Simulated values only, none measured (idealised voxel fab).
This is a process module. Its name is voxel tone inversion.
Square cells of 5 nm make up the cross-section cut, whose width is 245 nm.
Cross-section layout: square cells on a grid; listed as bands, top to bottom; a band spans one or more cell rows. For a band, the entry starts with two heights in nm, that of the top and then that of the bottom, and carries on with the band's materials in order from left to right, each alongside its width in nm; the word "everywhere" beside a single material means it fills the band edge to edge, and "air" means empty space. Height 0 is the level under which the wafer as received is all one material. The lowest band goes on downwards, as in "0 down". Width "30->40": first value at the band's top row of cells, second value at its bottom row, equal change from row to row. What does "no modification" mean for a step? It means no cell of the cross-section changed in that step. You'll see "Trapped cavities" listing empty spaces that have no way open to the top, as long as they're 8 cells or more; the notation is width x height at distance, where the distance is from the left edge, and all of it is in nm. If you see something after the settings on a step's line, that's the simulator's own remark about that step. overlay nm: where the mask lay relative to plan, measured to the right, on steps with a mask; negatives go left.
INTENDED PROCESS STEPS
1) RECEIVE (material Si)
2) CONFORMAL_DEP (material SiN; thk nm 5)
3) DIRECTIONAL_DEP (material polySi; thk nm 15)
4) PATTERN (tone cover; mask id POSTS; material resist; width nm 20; pitch nm 40; thk nm 20; overlay nm 0)
5) DIRECTIONAL_ETCH (etch materials polySi; depth nm 5)
6) STRIP (etch materials resist)
7) FILL_DEP (material SiO2; thk nm 5)
8) CMP (height nm 20)
9) STRIP (etch materials polySi)
Same starting wafers, different depth nm at step 5. Plan value belongs to the first wafer.
CROSS-SECTION OF THE FIRST OF SEVERAL WAFERS AS RECEIVED (AFTER STEP 1)
- 0 down = Si everywhere
- Trapped cavities: none
END OF MODULE, BY WAFER: MATERIAL-BY-MATERIAL CELL GAIN (+) OR LOSS (-) SINCE RECEIPT, THEN CLOSED VOIDS
depth nm 5, +49 SiN, Trapped cavities: none
depth nm 10, +49 SiN, Trapped cavities: none
depth nm 15, +49 SiN, +99 SiO2, Trapped cavities: none
depth nm 20, +49 SiN, +99 SiO2, Trapped cavities: none
depth nm 25, +49 SiN, +99 SiO2, Trapped cavities: none
depth nm 30, +49 SiN, +99 SiO2, Trapped cavities: none
